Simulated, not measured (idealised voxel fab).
process module | voxel wiring stack
Section cut is 165 nm wide and gridded with 5 nm square cells.
This document writes a cross-section as a grid whose cells are square, and gives it as bands, listed from the top down; one or more rows of cells form a band.
In this notation a band is specified by the heights of its top and bottom, in that order and in nm, after which its materials appear from left to right, each paired with its width in nm. The word "full width" attached to a single material means that material fills the band from edge to edge; the word "empty" stands for empty space.
Zero point of the height axis is 0; under it, received wafer = one material. Lowest band: continues down indefinitely, "0 down".
Per-row width for "30->40": begins at first number (top row of band), ends at second number (bottom row), increment between rows held constant.
No cell of the cross-section changed in a step that is given as "no change".
Voids not open to the top, 8 cells minimum: see "Fully enclosed voids". Written width x height at distance; distance is from the left edge; nm.
Post-settings text on a step line: simulator's own remark regarding the step.
"overlay nm" denotes, for a step that has a mask, the displacement of the mask to the right of its planned place, with negative values corresponding to the left.
# Steps in the process plan
- 1: RECEIVE: material Si
- 2: CONFORMAL_DEP: material SiO2, thk nm 15
- 3: CONFORMAL_DEP: material SiCN, thk nm 5
- 4: DIRECTIONAL_DEP: material lowk, thk nm 25
- 5: DIRECTIONAL_DEP: material aC, thk nm 10
- 6: PATTERN: tone open, mask id METAL_1, material resist, width nm 25, pitch nm 40, thk nm 25, overlay nm 0
- 7: DIRECTIONAL_ETCH: etch materials aC, depth nm 10
- 8: STRIP: etch materials resist
- 9: DIRECTIONAL_ETCH: etch materials lowk, depth nm 25
- 10: DIRECTIONAL_ETCH: etch materials SiCN, depth nm 5
- 11: STRIP: etch materials aC
- 12: CONFORMAL_DEP: material TiN, thk nm 5
- 13: FILL_DEP: material Cu, thk nm 10
- 14: CMP: height nm 45
- 15: CONFORMAL_DEP: material SiCN, thk nm 5
- 16: DIRECTIONAL_DEP: material SiO2, thk nm 20
- 17: PATTERN: tone open, mask id PLUG_1, material resist, width nm 15, pitch nm 40, thk nm 15, overlay nm 0
- 18: DIRECTIONAL_ETCH: etch materials SiO2, depth nm 20
- 19: DIRECTIONAL_ETCH: etch materials SiCN, depth nm 5
- 20: STRIP: etch materials resist
- 21: EPI: material Ru, thk nm 10
- 22: EPI: material Ru, thk nm 10
- 23: EPI: material Ru, thk nm 5
- 24: CONFORMAL_DEP: material SiCN, thk nm 5
- 25: DIRECTIONAL_DEP: material SiO2, thk nm 20
- 26: DIRECTIONAL_DEP: material aC, thk nm 10
- 27: PATTERN: tone open, mask id METAL_2, material resist, width nm 25, pitch nm 40, thk nm 25, overlay nm 0
- 28: DIRECTIONAL_ETCH: etch materials aC, depth nm 10
- 29: STRIP: etch materials resist
- 30: DIRECTIONAL_ETCH: etch materials SiO2, depth nm 20
- 31: DIRECTIONAL_ETCH: etch materials SiCN, depth nm 5
- 32: STRIP: etch materials aC
- 33: CONFORMAL_DEP: material TiN, thk nm 5
- 34: FILL_DEP: material W, thk nm 10
- 35: CMP: height nm 95
- 36: CONFORMAL_DEP: material SiN, thk nm 5
# Here's what the wafer looked like in cross-section when it arrived - that's after step 1
- 0 down: Si full width
- Fully enclosed voids: none
# The plan above was carried out on the starting structure above with one mistake, and this cross-section shows the wafer at the end of the module
- 100 to 95: SiN full width
- 95 to 75: 30 nm SiO2 / 5 nm TiN / 15 nm W / 5 nm TiN / 15 nm SiO2 / 5 nm TiN / 15 nm W / 5 nm TiN / 15 nm SiO2 / 5 nm TiN / 15 nm W / 5 nm TiN / 30 nm SiO2
- 75 to 70: 30 nm SiCN / 25 nm TiN / 15 nm SiCN / 25 nm TiN / 15 nm SiCN / 25 nm TiN / 30 nm SiCN
- 70 to 50: 30 nm SiO2 / 15 nm Ru / 25 nm SiO2 / 15 nm Ru / 25 nm SiO2 / 15 nm Ru / 40 nm SiO2
- 50 to 45: 30 nm SiCN / 15 nm Ru / 25 nm SiCN / 15 nm Ru / 25 nm SiCN / 15 nm Ru / 40 nm SiCN
- 45 to 20: 30 nm lowk / 5 nm W / 15 nm Cu / 5 nm W / 15 nm lowk / 5 nm W / 15 nm Cu / 5 nm W / 15 nm lowk / 5 nm W / 15 nm Cu / 5 nm W / 30 nm lowk
- 20 to 15: 30 nm SiCN / 25 nm W / 15 nm SiCN / 25 nm W / 15 nm SiCN / 25 nm W / 30 nm SiCN
- 15 to 0: SiO2 full width
- 0 down: Si full width
- Fully enclosed voids: none
In executing the process, a mistake was made relative to the plan: step 12 did not happen as planned, as run it was CONFORMAL_DEP: material W, thk nm 5
